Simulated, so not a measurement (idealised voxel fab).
Process module, titled voxel fin reveal
Cross-sectional view cut (width: 275 nm; square cell size: 5 nm).
A cross-section is a grid of square cells, given in bands from the top down. A band is one or more rows of cells.
Band entry format. Leading values: height of top, height of bottom, nm. Remainder: materials in left-to-right order, each with its width in nm. Special words: "full width" on a single material, which then fills the band edge to edge; "blank", empty space.
The reference from which all heights are counted is 0, the level beneath which the as-received wafer is entirely one material; the lowest band, having no lower bound, proceeds downward and is written after the example "z 0 and below".
The expression "30->40" gives the width at the extremes of the band, the first number at its top row of cells and the second at its bottom row, with the width changing by equal amounts from each row to the next in between.
"same as before" -> step changed no cross-section cell.
The list in "Non-vented voids" covers empty spaces of 8 cells or more that cannot reach the top through any open way, and it gives each as width x height at distance; the distance is from the left edge, and width, height and distance are in nm.
It should be noted that, on the line of a given step, the content following the step's settings is a remark produced by the simulator itself with respect to that step.
overlay nm: for a step with a mask, the amount by which the mask lay right of where it was planned; a negative amount means left of it.

List of planned process steps:
1,RECEIVE, material Si
2,CONFORMAL_DEP, material SiN, thk nm 10
3,PATTERN, tone cover, mask id FINS, material resist, width nm 15, pitch nm 35, thk nm 20, overlay nm 0
4,DIRECTIONAL_ETCH, etch materials SiN, depth nm 10
5,DIRECTIONAL_ETCH, etch materials Si, depth nm 40
6,STRIP, etch materials resist
7,OXIDIZE, depth nm 5
8,FILL_DEP, material SiO2, thk nm 15
9,CMP, height nm 10
10,SELECTIVE_ETCH, etch materials SiO2, depth nm 25
11,STRIP, etch materials SiN
12,CONFORMAL_DEP, material HfO2, thk nm 5

So this is the incoming wafer in cross-section - it's already been through step 1:
  z 0 and below = Si full width
  Non-vented voids: none

End-of-module cross-section. Starting structure and process plan as above; one mistake made in running it:
  z 15 to 0 = 100 of blank  70 of HfO2  105 of blank
  z 0 to -15 = 115 of HfO2  5 of Si  30 of HfO2  5 of Si  120 of HfO2
  z -15 to -45 = 115 of SiO2  5 of Si  30 of SiO2  5 of Si  120 of SiO2
  z -45 and below = Si full width
  Non-vented voids: none
So what did we get wrong on this run? step 12: run off-plan, actual operation and settings CONFORMAL_DEP, material HfO2, thk nm 15
